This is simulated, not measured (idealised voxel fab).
Process module in this document: voxel ribs on slabs
Xsec cut, 200 nm wide, square cell size 5 nm.
Square cells in a grid make up a cross-section in this document, and the grid is given as bands, listed from the top down, each one or more rows of cells. Per band: top height and bottom height in nm, followed by the left-to-right materials and their widths in nm; "everywhere" marks a single material spanning edge to edge, "blank" marks empty space. Note: height 0 marks the level under which the wafer is uniformly one material as received. Lowest band unbounded below, written "from 0 down". You'd read "30->40" like this: the band's top row of cells is as wide as the first number, its bottom row is as wide as the second, and going down, every row changes width by the same amount as the row before did. Key: "remained the same" - step with no changed cell in the cross-section. Empty spaces counting at least 8 cells and having no open way to the top are listed in "Unvented voids". The notation width x height at distance is used for each, the distance being from the left edge and all three values in nm. On a step's line, text after the settings is the simulator commenting on that step. Each step line may optionally specify "overlay nm", which for a step with a mask gives the rightward distance between the mask's planned place and where it lay, a negative value indicating the leftward direction.

# The planned process steps are enumerated hereunder
1 RECEIVE | material Si
2 DIRECTIONAL_DEP | material SiO2 | thk nm 30
3 DIRECTIONAL_DEP | material polySi | thk nm 15
4 MASKED_ETCH | tone cover | mask id RIB | width nm 15 | etch materials polySi | depth nm 10 | overlay nm 0
5 PATTERN | tone cover | mask id SLAB | material resist | width nm 55 | thk nm 15 | overlay nm 0
6 DIRECTIONAL_ETCH | etch materials polySi | depth nm 5
7 STRIP | etch materials resist
8 FILL_DEP | material SiO2 | thk nm 20
9 CMP | height nm 55
10 DIRECTIONAL_DEP | material W | thk nm 5
11 MASKED_ETCH | tone cover | mask id HEATER | width nm 25 | etch materials W | depth nm 5 | overlay nm 0
12 CONFORMAL_DEP | material SiN | thk nm 5

# Account of the first of two wafers, which was processed as intended

# as received, after step 1
* from 0 down  Si everywhere
* Unvented voids: none

# Sectional view: wafer, after step 2
* from 30 to 0  SiO2 everywhere
* Everything below 0 is unchanged.

# Sectional view: wafer, after step 3
* from 45 to 30  polySi everywhere
* Everything below 30 is unchanged.

# Sectional view: wafer, after step 4
* from 45 to 35  blank (90), then polySi (15), then blank (95)
* Everything below 35 is unchanged.

# Sectional view: wafer, after step 5
* from 60 to 45  blank (70), then resist (55), then blank (75)
* from 45 to 35  blank (70), then resist (20), then polySi (15), then resist (20), then blank (75)
* Everything below 35 is unchanged.

# Sectional view: wafer, after step 6
* from 60 to 45  blank (70), then resist (55), then blank (75)
* from 45 to 35  blank (70), then resist (20), then polySi (15), then resist (20), then blank (75)
* from 35 to 30  blank (70), then polySi (55), then blank (75)
* Everything below 30 is unchanged.

# Sectional view: wafer, after step 7
* from 45 to 35  blank (90), then polySi (15), then blank (95)
* Everything below 35 is unchanged.

# Sectional view: wafer, after step 8
* from 65 to 45  SiO2 everywhere
* from 45 to 35  SiO2 (90), then polySi (15), then SiO2 (95)
* from 35 to 30  SiO2 (70), then polySi (55), then SiO2 (75)
* Everything below 30 is unchanged.

# Sectional view: wafer, after step 9
* from 55 to 45  SiO2 everywhere
* Everything below 45 is unchanged.

# Sectional view: wafer, after step 10
* from 60 to 55  W everywhere
* Everything below 55 is unchanged.

# Sectional view: wafer, after step 11
* from 60 to 55  blank (85), then W (25), then blank (90)
* Everything below 55 is unchanged.

# Sectional view: wafer, after step 12
* from 65 to 60  blank (80), then SiN (35), then blank (85)
* from 60 to 55  SiN (85), then W (25), then SiN (90)
* Everything below 55 is unchanged.

# Wafer two of two - same starting point, same process plan, one mistake in execution; matches wafer one up to and including step 10

# Second wafer shown in cross-section at the time step 11 was slated to end
* from 60 to 55  blank (90), then W (15), then blank (95)
* Everything below 55 is unchanged.

# Second wafer shown in cross-section at the time step 12 was slated to end
* from 65 to 60  blank (85), then SiN (25), then blank (90)
* from 60 to 55  SiN (90), then W (15), then SiN (95)
* Everything below 55 is unchanged.
Want to know what went wrong? not per plan at step 11, really ran MASKED_ETCH | tone cover | mask id HEATER | width nm 15 | etch materials W | depth nm 5 | overlay nm 0
Heads up, by the end the second wafer has more or fewer cells of some materials compared to the first: 2 fewer of W
